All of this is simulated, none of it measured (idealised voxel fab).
A process module follows: voxel self aligned vias.
cross-section cut | 265 nm wide | cells 5 nm
When this document writes out a cross-section, it uses a grid of square cells and lists it as bands, beginning at the top and moving down, with a band standing for one or more rows of cells. Basically the band line says how high the top is and how high the bottom is, in nm, and then what's in it from left to right, every material with its width in nm. Empty space shows up as "air", and if a single material carries "full width" it runs the full band edge to edge. We count height from 0. Below that, the starting wafer is all one material. The lowest band never ends at the bottom but goes on down; see "0 nm and below" for how that is written. Note: "30 to 40" means the width goes from the first number (top row of the band) to the second number (bottom row) in equal steps per row of cells. A step reported as "no modification" is a step in which no cell of the cross-section changed. Under "Trapped voids" you'll find the enclosed gaps, the ones with no way out to the top, that are 8 cells or bigger; each reads width x height at distance, with distance counted from the left edge, everything in nm. Formally, on a step line, whatever follows the settings is a remark that the simulator itself makes on the step. overlay nm: mask right of planned place by this much (step with mask). Neg. = left.

So here's the lineup of process steps we planned
- 1: RECEIVE (material Si)
- 2: CONFORMAL_DEP (material SiO2; thk nm 15)
- 3: CONFORMAL_DEP (material SiCN; thk nm 5)
- 4: DIRECTIONAL_DEP (material SiO2; thk nm 25)
- 5: PATTERN (tone open; mask id LINES; material resist; width nm 30; pitch nm 70; thk nm 20; overlay nm 0)
- 6: DIRECTIONAL_ETCH (etch materials SiO2; depth nm 25)
- 7: STRIP (etch materials resist)
- 8: CONFORMAL_DEP (material TiN; thk nm 5)
- 9: FILL_DEP (material Ru; thk nm 5)
- 10: CMP (height nm 45)
- 11: SELECTIVE_ETCH (etch materials W Ru TiN; depth nm 10)
- 12: FILL_DEP (material SiN; thk nm 10)
- 13: CMP (height nm 45)
- 14: DIRECTIONAL_DEP (material SiO2; thk nm 15)
- 15: DIRECTIONAL_DEP (material aC; thk nm 15)
- 16: PATTERN (tone open; mask id VIAS; material resist; width nm 40; pitch nm 70; thk nm 35; overlay nm 0)
- 17: DIRECTIONAL_ETCH (etch materials aC; depth nm 15)
- 18: STRIP (etch materials resist)
- 19: DIRECTIONAL_ETCH (etch materials SiO2; depth nm 15)
- 20: DIRECTIONAL_ETCH (etch materials SiN; depth nm 10)
- 21: STRIP (etch materials aC)
- 22: CONFORMAL_DEP (material TiN; thk nm 5)
- 23: FILL_DEP (material W; thk nm 10)
- 24: CMP (height nm 60)
- 25: CONFORMAL_DEP (material SiCN; thk nm 5)

Step 1 complete: cross-section of the wafer as received
    0 nm and below = Si full width
    Trapped voids: none

The plan above was carried out on the starting structure above with one mistake, and this cross-section shows the wafer at the end of the module
    65 nm to 60 nm = SiCN full width
    60 nm to 45 nm = SiO2 40 nm; TiN 5 nm; W 30 nm; TiN 5 nm; SiO2 30 nm; TiN 5 nm; W 30 nm; TiN 5 nm; SiO2 30 nm; TiN 5 nm; W 30 nm; TiN 5 nm; SiO2 45 nm
    45 nm to 40 nm = SiN 40 nm; TiN 10 nm; W 20 nm; TiN 10 nm; SiN 30 nm; TiN 10 nm; W 20 nm; TiN 10 nm; SiN 30 nm; TiN 10 nm; W 20 nm; TiN 10 nm; SiN 45 nm
    40 nm to 35 nm = SiO2 45 nm; TiN 30 nm; SiO2 40 nm; TiN 30 nm; SiO2 40 nm; TiN 30 nm; SiO2 50 nm
    35 nm to 20 nm = SiO2 45 nm; TiN 5 nm; Ru 20 nm; TiN 5 nm; SiO2 40 nm; TiN 5 nm; Ru 20 nm; TiN 5 nm; SiO2 40 nm; TiN 5 nm; Ru 20 nm; TiN 5 nm; SiO2 50 nm
    20 nm to 15 nm = SiO2 45 nm; TiN 30 nm; SiO2 40 nm; TiN 30 nm; SiO2 40 nm; TiN 30 nm; SiO2 50 nm
    15 nm to 10 nm = SiCN full width
    10 nm to 0 nm = SiO2 full width
    0 nm and below = Si full width
    Trapped voids: none
Deviation noted in wafer processing: step 2 did not use the planned setting and instead ran as CONFORMAL_DEP (material SiO2; thk nm 10)
